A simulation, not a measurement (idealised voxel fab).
The following process module bears the name voxel fin reveal.
The figure presents cross-section cut, which has a width of 270 nm and is divided into square cells with an edge length of 5 nm.
Just so we're on the same page, the cross-sections are grids of square cells, and they're listed out in bands top to bottom, each band one or more rows deep.
What a band's entry tells you: where the top is and where the bottom is, as heights in nm, and after that what lies inside, material by material from left to right, each with its width in nm. Empty space is written as the word "empty", and a single material marked with the word "everywhere" occupies the band from edge to edge.
Where do heights start? At 0: under that level the wafer as delivered is made of one material only. And the lowest band has no floor; it just carries on downward, as in "0 -> down".
It should be noted that a width expressed as "30 to 40" varies in equal increments from row to row of cells within the band, taking the value of the first number at the top row and that of the second number at the bottom row.
It should be understood that the words "nothing was modified", when stated for a given step, signify that the cross-section underwent no change in any of its cells during that step.
Listed in "Sealed-off cavities": every empty space of 8 or more cells without an open way to the top. Form: width x height at distance, the distance being from the left edge, all in nm.
Text after the settings on a step's line: the simulator's own remark on that step.
overlay nm: for a step with a mask, the amount by which the mask lay right of where it was planned; a negative amount means left of it.
So the way this works: pairs, before and after one process step. The after picture only goes down to the lowest band that actually changed, nothing below. Step and its settings are under each pair. And watch out, pairs might come from different runs of this module, same starting wafer though, so a pair only follows on from the one above if its "Ahead of processing" entry tells you so.

-- Ahead of processing
> 0 -> down = Si everywhere
> Sealed-off cavities: none

-- Post-Step Geometry
> 10 -> 0 = SiN everywhere
> At heights below 0, the structure remains unaltered.
> Sealed-off cavities: none
In between the before and after cross-sections above, the step is CONFORMAL_DEP [material SiN] [thk nm 10]

Ahead of processing: the state before this step is the cross-section shown after the step in the pair just above.

-- Post-Step Geometry
> 25 -> 10 = aC everywhere
> At heights below 10, the structure remains unaltered.
> Sealed-off cavities: none
In between the before and after cross-sections above, the step is DIRECTIONAL_DEP [material aC] [thk nm 15]

Ahead of processing: the state before this step is the cross-section shown after the step in the pair just above.

-- Post-Step Geometry
> 60 -> 25 = empty 110, resist 15, empty 20, resist 15, empty 110
> At heights below 25, the structure remains unaltered.
> Sealed-off cavities: none
In between the before and after cross-sections above, the step is PATTERN [tone cover] [mask id FINS] [material resist] [width nm 15] [pitch nm 35] [thk nm 35] [overlay nm 0]

Ahead of processing: the state before this step is the cross-section shown after the step in the pair just above.

-- Post-Step Geometry
> 45 -> 25 = empty 110, resist 15, empty 20, resist 15, empty 110
> 25 -> 10 = empty 110, aC 15, empty 20, aC 15, empty 110
> At heights below 10, the structure remains unaltered.
> Sealed-off cavities: none
In between the before and after cross-sections above, the step is DIRECTIONAL_ETCH [etch materials aC] [depth nm 15]

Ahead of processing: the state before this step is the cross-section shown after the step in the pair just above.

-- Post-Step Geometry
> 25 -> 10 = empty 110, aC 15, empty 20, aC 15, empty 110
> At heights below 10, the structure remains unaltered.
> Sealed-off cavities: none
In between the before and after cross-sections above, the step is STRIP [etch materials resist]

Ahead of processing: the state before this step is the cross-section shown after the step in the pair just above.

-- Post-Step Geometry
> 25 -> 10 = empty 110, aC 15, empty 20, aC 15, empty 110
> 10 -> 0 = empty 110, SiN 15, empty 20, SiN 15, empty 110
> At heights below 0, the structure remains unaltered.
> Sealed-off cavities: none
In between the before and after cross-sections above, the step is DIRECTIONAL_ETCH [etch materials SiN] [depth nm 10]

Ahead of processing: the state before this step is the cross-section shown after the step in the pair just above.

-- Post-Step Geometry
> 25 -> 10 = empty 110, aC 15, empty 20, aC 15, empty 110
> 10 -> 0 = empty 110, SiN 15, empty 20, SiN 15, empty 110
> 0 -> -40 = empty 110, Si 15, empty 20, Si 15, empty 110
> At heights below -40, the structure remains unaltered.
> Sealed-off cavities: none
In between the before and after cross-sections above, the step is DIRECTIONAL_ETCH [etch materials Si] [depth nm 40]

Ahead of processing: the state before this step is the cross-section shown after the step in the pair just above.

-- Post-Step Geometry
> 10 -> 0 = empty 110, SiN 15, empty 20, SiN 15, empty 110
> At heights below 0, the structure remains unaltered.
> Sealed-off cavities: none
In between the before and after cross-sections above, the step is STRIP [etch materials aC]

Ahead of processing: the state before this step is the cross-section shown after the step in the pair just above.

-- Post-Step Geometry
> 20 -> 10 = SiO2 everywhere
> 10 -> 0 = SiO2 110, SiN 15, SiO2 20, SiN 15, SiO2 110
> 0 -> -40 = SiO2 110, Si 15, SiO2 20, Si 15, SiO2 110
> At heights below -40, the structure remains unaltered.
> Sealed-off cavities: none
In between the before and after cross-sections above, the step is FILL_DEP [material SiO2] [thk nm 10]

Ahead of processing: the state before this step is the cross-section shown after the step in the pair just above.

-- Post-Step Geometry
> 10 -> 0 = SiO2 110, SiN 15, SiO2 20, SiN 15, SiO2 110
> At heights below 0, the structure remains unaltered.
> Sealed-off cavities: none
In between the before and after cross-sections above, the step is CMP [height nm 10]

Ahead of processing: the state before this step is the cross-section shown after the step in the pair just above.

-- Post-Step Geometry
> 10 -> 0 = empty 110, SiN 15, empty 20, SiN 15, empty 110
> 0 -> -10 = empty 110, Si 15, empty 20, Si 15, empty 110
> At heights below -10, the structure remains unaltered.
> Sealed-off cavities: none
In between the before and after cross-sections above, the step is SELECTIVE_ETCH [etch materials SiO2] [depth nm 20]

Ahead of processing: the state before this step is the cross-section shown after the step in the pair just above.

-- Post-Step Geometry
> 0 -> -10 = empty 110, Si 15, empty 20, Si 15, empty 110
> At heights below -10, the structure remains unaltered.
> Sealed-off cavities: none
In between the before and after cross-sections above, the step is STRIP [etch materials SiN]

-- Ahead of processing
> 25 -> 10 = empty 110, aC 15, empty 20, aC 15, empty 110
> 10 -> 0 = empty 110, SiN 15, empty 20, SiN 15, empty 110
> 0 -> -40 = empty 110, Si 15, empty 20, Si 15, empty 110
> -40 -> down = Si everywhere
> Sealed-off cavities: none

-- Post-Step Geometry
> 35 -> 25 = SiO2 everywhere
> 25 -> 10 = SiO2 110, aC 15, SiO2 20, aC 15, SiO2 110
> 10 -> 0 = SiO2 110, SiN 15, SiO2 20, SiN 15, SiO2 110
> 0 -> -40 = SiO2 110, Si 15, SiO2 20, Si 15, SiO2 110
> At heights below -40, the structure remains unaltered.
> Sealed-off cavities: none
In between the before and after cross-sections above, the step is FILL_DEP [material SiO2] [thk nm 10]

Ahead of processing: the state before this step is the cross-section shown after the step in the pair just above.

-- Post-Step Geometry
> 10 -> 0 = SiO2 110, SiN 15, SiO2 20, SiN 15, SiO2 110
> At heights below 0, the structure remains unaltered.
> Sealed-off cavities: none
In between the before and after cross-sections above, the step is CMP [height nm 10]

-- Ahead of processing
> 10 -> 0 = empty 110, SiN 15, empty 20, SiN 15, empty 110
> 0 -> -10 = empty 110, Si 15, empty 20, Si 15, empty 110
> -10 -> -40 = SiO2 110, Si 15, SiO2 20, Si 15, SiO2 110
> -40 -> down = Si everywhere
> Sealed-off cavities: none

-- Post-Step Geometry
> 10 -> 0 = empty 110, SiN 15, empty 20, SiN 15, empty 110
> 0 -> -30 = empty 110, Si 15, empty 20, Si 15, empty 110
> At heights below -30, the structure remains unaltered.
> Sealed-off cavities: none
In between the before and after cross-sections above, the step is SELECTIVE_ETCH [etch materials SiO2] [depth nm 20]

Ahead of processing: the state before this step is the cross-section shown after the step in the pair just above.

-- Post-Step Geometry
> 0 -> -30 = empty 110, Si 15, empty 20, Si 15, empty 110
> At heights below -30, the structure remains unaltered.
> Sealed-off cavities: none
In between the before and after cross-sections above, the step is STRIP [etch materials SiN]

-- Ahead of processing
> 10 -> 0 = SiO2 110, SiN 15, SiO2 20, SiN 15, SiO2 110
> 0 -> -40 = SiO2 110, Si 15, SiO2 20, Si 15, SiO2 110
> -40 -> down = Si everywhere
> Sealed-off cavities: none

-- Post-Step Geometry
> 10 -> 0 = SiO2 110, empty 15, SiO2 20, empty 15, SiO2 110
> At heights below 0, the structure remains unaltered.
> Sealed-off cavities: none
In between the before and after cross-sections above, the step is STRIP [etch materials SiN]

Ahead of processing: the state before this step is the cross-section shown after the step in the pair just above.

-- Post-Step Geometry
> 0 -> -10 = empty 110, Si 15, empty 20, Si 15, empty 110
> -10 -> -20 = SiO2 90, empty 20, Si 15, empty 20, Si 15, empty 20, SiO2 90
> At heights below -20, the structure remains unaltered.
> Sealed-off cavities: none
In between the before and after cross-sections above, the step is SELECTIVE_ETCH [etch materials SiO2] [depth nm 20]

-- Ahead of processing
> 25 -> 10 = empty 110, aC 15, empty 20, aC 15, empty 110
> 10 -> 0 = empty 110, SiN 15, empty 20, SiN 15, empty 110
> 0 -> down = Si everywhere
> Sealed-off cavities: none

-- Post-Step Geometry
> 25 -> 10 = empty 110, aC 15, empty 20, aC 15, empty 110
> 10 -> 0 = empty 110, SiN 15, empty 20, SiN 15, empty 110
> 0 -> -50 = empty 110, Si 15, empty 20, Si 15, empty 110
> At heights below -50, the structure remains unaltered.
> Sealed-off cavities: none
In between the before and after cross-sections above, the step is DIRECTIONAL_ETCH [etch materials Si] [depth nm 50]

Ahead of processing: the state before this step is the cross-section shown after the step in the pair just above.

-- Post-Step Geometry
> 10 -> 0 = empty 110, SiN 15, empty 20, SiN 15, empty 110
> At heights below 0, the structure remains unaltered.
> Sealed-off cavities: none
In between the before and after cross-sections above, the step is STRIP [etch materials aC]

Ahead of processing: the state before this step is the cross-section shown after the step in the pair just above.

-- Post-Step Geometry
> 20 -> 10 = SiO2 everywhere
> 10 -> 0 = SiO2 110, SiN 15, SiO2 20, SiN 15, SiO2 110
> 0 -> -50 = SiO2 110, Si 15, SiO2 20, Si 15, SiO2 110
> At heights below -50, the structure remains unaltered.
> Sealed-off cavities: none
In between the before and after cross-sections above, the step is FILL_DEP [material SiO2] [thk nm 10]

Ahead of processing: the state before this step is the cross-section shown after the step in the pair just above.

-- Post-Step Geometry
> 10 -> 0 = SiO2 110, SiN 15, SiO2 20, SiN 15, SiO2 110
> At heights below 0, the structure remains unaltered.
> Sealed-off cavities: none
In between the before and after cross-sections above, the step is CMP [height nm 10]

Ahead of processing: the state before this step is the cross-section shown after the step in the pair just above.

-- Post-Step Geometry
> 10 -> 0 = empty 110, SiN 15, empty 20, SiN 15, empty 110
> 0 -> -10 = empty 110, Si 15, empty 20, Si 15, empty 110
> At heights below -10, the structure remains unaltered.
> Sealed-off cavities: none
In between the before and after cross-sections above, the step is SELECTIVE_ETCH [etch materials SiO2] [depth nm 20]

Ahead of processing: the state before this step is the cross-section shown after the step in the pair just above.

-- Post-Step Geometry
> 0 -> -10 = empty 110, Si 15, empty 20, Si 15, empty 110
> At heights below -10, the structure remains unaltered.
> Sealed-off cavities: none
In between the before and after cross-sections above, the step is STRIP [etch materials SiN]

-- Ahead of processing
> 25 -> 10 = aC everywhere
> 10 -> 0 = SiN everywhere
> 0 -> down = Si everywhere
> Sealed-off cavities: none

-- Post-Step Geometry
> 60 -> 25 = empty 110, resist 20, empty 15, resist 20, empty 105
> At heights below 25, the structure remains unaltered.
> Sealed-off cavities: none
In between the before and after cross-sections above, the step is PATTERN [tone cover] [mask id FINS] [material resist] [width nm 20] [pitch nm 35] [thk nm 35] [overlay nm 0]

Ahead of processing: the state before this step is the cross-section shown after the step in the pair just above.

-- Post-Step Geometry
> 45 -> 25 = empty 110, resist 20, empty 15, resist 20, empty 105
> 25 -> 10 = empty 110, aC 20, empty 15, aC 20, empty 105
> At heights below 10, the structure remains unaltered.
> Sealed-off cavities: none
In between the before and after cross-sections above, the step is DIRECTIONAL_ETCH [etch materials aC] [depth nm 15]

Ahead of processing: the state before this step is the cross-section shown after the step in the pair just above.

-- Post-Step Geometry
> 25 -> 10 = empty 110, aC 20, empty 15, aC 20, empty 105
> At heights below 10, the structure remains unaltered.
> Sealed-off cavities: none
In between the before and after cross-sections above, the step is STRIP [etch materials resist]

Ahead of processing: the state before this step is the cross-section shown after the step in the pair just above.

-- Post-Step Geometry
> 25 -> 10 = empty 110, aC 20, empty 15, aC 20, empty 105
> 10 -> 0 = empty 110, SiN 20, empty 15, SiN 20, empty 105
> At heights below 0, the structure remains unaltered.
> Sealed-off cavities: none
In between the before and after cross-sections above, the step is DIRECTIONAL_ETCH [etch materials SiN] [depth nm 10]

Ahead of processing: the state before this step is the cross-section shown after the step in the pair just above.

-- Post-Step Geometry
> 25 -> 10 = empty 110, aC 20, empty 15, aC 20, empty 105
> 10 -> 0 = empty 110, SiN 20, empty 15, SiN 20, empty 105
> 0 -> -40 = empty 110, Si 20, empty 15, Si 20, empty 105
> At heights below -40, the structure remains unaltered.
> Sealed-off cavities: none
In between the before and after cross-sections above, the step is DIRECTIONAL_ETCH [etch materials Si] [depth nm 40]

Ahead of processing: the state before this step is the cross-section shown after the step in the pair just above.

-- Post-Step Geometry
> 10 -> 0 = empty 110, SiN 20, empty 15, SiN 20, empty 105
> At heights below 0, the structure remains unaltered.
> Sealed-off cavities: none
In between the before and after cross-sections above, the step is STRIP [etch materials aC]

Ahead of processing: the state before this step is the cross-section shown after the step in the pair just above.

-- Post-Step Geometry
> 20 -> 10 = SiO2 everywhere
> 10 -> 0 = SiO2 110, SiN 20, SiO2 15, SiN 20, SiO2 105
> 0 -> -40 = SiO2 110, Si 20, SiO2 15, Si 20, SiO2 105
> At heights below -40, the structure remains unaltered.
> Sealed-off cavities: none
In between the before and after cross-sections above, the step is FILL_DEP [material SiO2] [thk nm 10]

Ahead of processing: the state before this step is the cross-section shown after the step in the pair just above.

-- Post-Step Geometry
> 10 -> 0 = SiO2 110, SiN 20, SiO2 15, SiN 20, SiO2 105
> At heights below 0, the structure remains unaltered.
> Sealed-off cavities: none
In between the before and after cross-sections above, the step is CMP [height nm 10]

Ahead of processing: the state before this step is the cross-section shown after the step in the pair just above.

-- Post-Step Geometry
> 10 -> 0 = empty 110, SiN 20, empty 15, SiN 20, empty 105
> 0 -> -10 = empty 110, Si 20, empty 15, Si 20, empty 105
> At heights below -10, the structure remains unaltered.
> Sealed-off cavities: none
In between the before and after cross-sections above, the step is SELECTIVE_ETCH [etch materials SiO2] [depth nm 20]

Ahead of processing: the state before this step is the cross-section shown after the step in the pair just above.

-- Post-Step Geometry
> 0 -> -10 = empty 110, Si 20, empty 15, Si 20, empty 105
> At heights below -10, the structure remains unaltered.
> Sealed-off cavities: none
In between the before and after cross-sections above, the step is STRIP [etch materials SiN]

-- Ahead of processing
> 25 -> 10 = aC everywhere
> 10 -> 0 = SiN everywhere
> 0 -> down = Si everywhere
> Sealed-off cavities: none

-- Post-Step Geometry
> 60 -> 25 = empty 120, resist 15, empty 20, resist 15, empty 100
> At heights below 25, the structure remains unaltered.
> Sealed-off cavities: none
In between the before and after cross-sections above, the step is PATTERN [tone cover] [mask id FINS] [material resist] [width nm 15] [pitch nm 35] [thk nm 35] [overlay nm 10]

Ahead of processing: the state before this step is the cross-section shown after the step in the pair just above.

-- Post-Step Geometry
> 45 -> 25 = empty 120, resist 15, empty 20, resist 15, empty 100
> 25 -> 10 = empty 120, aC 15, empty 20, aC 15, empty 100
> At heights below 10, the structure remains unaltered.
> Sealed-off cavities: none
In between the before and after cross-sections above, the step is DIRECTIONAL_ETCH [etch materials aC] [depth nm 15]

Ahead of processing: the state before this step is the cross-section shown after the step in the pair just above.

-- Post-Step Geometry
> 25 -> 10 = empty 120, aC 15, empty 20, aC 15, empty 100
> At heights below 10, the structure remains unaltered.
> Sealed-off cavities: none
In between the before and after cross-sections above, the step is STRIP [etch materials resist]

Ahead of processing: the state before this step is the cross-section shown after the step in the pair just above.

-- Post-Step Geometry
> 25 -> 10 = empty 120, aC 15, empty 20, aC 15, empty 100
> 10 -> 0 = empty 120, SiN 15, empty 20, SiN 15, empty 100
> At heights below 0, the structure remains unaltered.
> Sealed-off cavities: none
In between the before and after cross-sections above, the step is DIRECTIONAL_ETCH [etch materials SiN] [depth nm 10]

Ahead of processing: the state before this step is the cross-section shown after the step in the pair just above.

-- Post-Step Geometry
> 25 -> 10 = empty 120, aC 15, empty 20, aC 15, empty 100
> 10 -> 0 = empty 120, SiN 15, empty 20, SiN 15, empty 100
> 0 -> -40 = empty 120, Si 15, empty 20, Si 15, empty 100
> At heights below -40, the structure remains unaltered.
> Sealed-off cavities: none
In between the before and after cross-sections above, the step is DIRECTIONAL_ETCH [etch materials Si] [depth nm 40]

Ahead of processing: the state before this step is the cross-section shown after the step in the pair just above.

-- Post-Step Geometry
> 10 -> 0 = empty 120, SiN 15, empty 20, SiN 15, empty 100
> At heights below 0, the structure remains unaltered.
> Sealed-off cavities: none
In between the before and after cross-sections above, the step is STRIP [etch materials aC]

Ahead of processing: the state before this step is the cross-section shown after the step in the pair just above.

-- Post-Step Geometry
> 20 -> 10 = SiO2 everywhere
> 10 -> 0 = SiO2 120, SiN 15, SiO2 20, SiN 15, SiO2 100
> 0 -> -40 = SiO2 120, Si 15, SiO2 20, Si 15, SiO2 100
> At heights below -40, the structure remains unaltered.
> Sealed-off cavities: none
In between the before and after cross-sections above, the step is FILL_DEP [material SiO2] [thk nm 10]

Ahead of processing: the state before this step is the cross-section shown after the step in the pair just above.

-- Post-Step Geometry
> 10 -> 0 = SiO2 120, SiN 15, SiO2 20, SiN 15, SiO2 100
> At heights below 0, the structure remains unaltered.
> Sealed-off cavities: none
In between the before and after cross-sections above, the step is CMP [height nm 10]

Ahead of processing: the state before this step is the cross-section shown after the step in the pair just above.

-- Post-Step Geometry
> 10 -> 0 = empty 120, SiN 15, empty 20, SiN 15, empty 100
> 0 -> -10 = empty 120, Si 15, empty 20, Si 15, empty 100
> At heights below -10, the structure remains unaltered.
> Sealed-off cavities: none
In between the before and after cross-sections above, the step is SELECTIVE_ETCH [etch materials SiO2] [depth nm 20]

Ahead of processing: the state before this step is the cross-section shown after the step in the pair just above.

-- Post-Step Geometry
> 0 -> -10 = empty 120, Si 15, empty 20, Si 15, empty 100
> At heights below -10, the structure remains unaltered.
> Sealed-off cavities: none
In between the before and after cross-sections above, the step is STRIP [etch materials SiN]

-- Ahead of processing
> 10 -> 0 = empty 110, SiN 15, empty 20, SiN 15, empty 110
> 0 -> -40 = empty 110, Si 15, empty 20, Si 15, empty 110
> -40 -> down = Si everywhere
> Sealed-off cavities: none

-- Post-Step Geometry
> 20 -> 10 = aC everywhere
> 10 -> 0 = aC 110, SiN 15, aC 20, SiN 15, aC 110
> 0 -> -40 = aC 110, Si 15, aC 20, Si 15, aC 110
> At heights below -40, the structure remains unaltered.
> Sealed-off cavities: none
In between the before and after cross-sections above, the step is FILL_DEP [material aC] [thk nm 10]

Ahead of processing: the state before this step is the cross-section shown after the step in the pair just above.

-- Post-Step Geometry
> 10 -> 0 = aC 110, SiN 15, aC 20, SiN 15, aC 110
> At heights below 0, the structure remains unaltered.
> Sealed-off cavities: none
In between the before and after cross-sections above, the step is CMP [height nm 10]

Ahead of processing: the state before this step is the cross-section shown after the step in the pair just above.

-- Post-Step Geometry
> 10 -> 0 = aC 110, empty 15, aC 20, empty 15, aC 110
> At heights below 0, the structure remains unaltered.
> Sealed-off cavities: none
In between the before and after cross-sections above, the step is STRIP [etch materials SiN]

-- Ahead of processing
> 25 -> 10 = aC everywhere
> 10 -> 0 = SiN everywhere
> 0 -> down = Si everywhere
> Sealed-off cavities: none

-- Post-Step Geometry
> 60 -> 25 = resist 110, empty 15, resist 20, empty 15, resist 110
> At heights below 25, the structure remains unaltered.
> Sealed-off cavities: none
In between the before and after cross-sections above, the step is PATTERN [tone open] [mask id FINS] [material resist] [width nm 15] [pitch nm 35] [thk nm 35] [overlay nm 0]

Ahead of processing: the state before this step is the cross-section shown after the step in the pair just above.

-- Post-Step Geometry
> 45 -> 25 = resist 110, empty 15, resist 20, empty 15, resist 110
> 25 -> 10 = aC 110, empty 15, aC 20, empty 15, aC 110
> At heights below 10, the structure remains unaltered.
> Sealed-off cavities: none
In between the before and after cross-sections above, the step is DIRECTIONAL_ETCH [etch materials aC] [depth nm 15]

Ahead of processing: the state before this step is the cross-section shown after the step in the pair just above.

-- Post-Step Geometry
> 25 -> 10 = aC 110, empty 15, aC 20, empty 15, aC 110
> At heights below 10, the structure remains unaltered.
> Sealed-off cavities: none
In between the before and after cross-sections above, the step is STRIP [etch materials resist]

Ahead of processing: the state before this step is the cross-section shown after the step in the pair just above.

-- Post-Step Geometry
> 25 -> 10 = aC 110, empty 15, aC 20, empty 15, aC 110
> 10 -> 0 = SiN 110, empty 15, SiN 20, empty 15, SiN 110
> At heights below 0, the structure remains unaltered.
> Sealed-off cavities: none
In between the before and after cross-sections above, the step is DIRECTIONAL_ETCH [etch materials SiN] [depth nm 10]

Ahead of processing: the state before this step is the cross-section shown after the step in the pair just above.

-- Post-Step Geometry
> 25 -> 10 = aC 110, empty 15, aC 20, empty 15, aC 110
> 10 -> 0 = SiN 110, empty 15, SiN 20, empty 15, SiN 110
> 0 -> -40 = Si 110, empty 15, Si 20, empty 15, Si 110
> At heights below -40, the structure remains unaltered.
> Sealed-off cavities: none
In between the before and after cross-sections above, the step is DIRECTIONAL_ETCH [etch materials Si] [depth nm 40]

Ahead of processing: the state before this step is the cross-section shown after the step in the pair just above.

-- Post-Step Geometry
> 10 -> 0 = SiN 110, empty 15, SiN 20, empty 15, SiN 110
> At heights below 0, the structure remains unaltered.
> Sealed-off cavities: none
In between the before and after cross-sections above, the step is STRIP [etch materials aC]

Ahead of processing: the state before this step is the cross-section shown after the step in the pair just above.

-- Post-Step Geometry
> 20 -> 10 = SiO2 everywhere
> 10 -> 0 = SiN 110, SiO2 15, SiN 20, SiO2 15, SiN 110
> 0 -> -40 = Si 110, SiO2 15, Si 20, SiO2 15, Si 110
> At heights below -40, the structure remains unaltered.
> Sealed-off cavities: none
In between the before and after cross-sections above, the step is FILL_DEP [material SiO2] [thk nm 10]

Ahead of processing: the state before this step is the cross-section shown after the step in the pair just above.

-- Post-Step Geometry
> 10 -> 0 = SiN 110, SiO2 15, SiN 20, SiO2 15, SiN 110
> At heights below 0, the structure remains unaltered.
> Sealed-off cavities: none
In between the before and after cross-sections above, the step is CMP [height nm 10]

Ahead of processing: the state before this step is the cross-section shown after the step in the pair just above.

-- Post-Step Geometry
> 10 -> 0 = SiN 110, empty 15, SiN 20, empty 15, SiN 110
> 0 -> -10 = Si 110, empty 15, Si 20, empty 15, Si 110
> At heights below -10, the structure remains unaltered.
> Sealed-off cavities: none
In between the before and after cross-sections above, the step is SELECTIVE_ETCH [etch materials SiO2] [depth nm 20]

Ahead of processing: the state before this step is the cross-section shown after the step in the pair just above.

-- Post-Step Geometry
> 0 -> -10 = Si 110, empty 15, Si 20, empty 15, Si 110
> At heights below -10, the structure remains unaltered.
> Sealed-off cavities: none
In between the before and after cross-sections above, the step is STRIP [etch materials SiN]
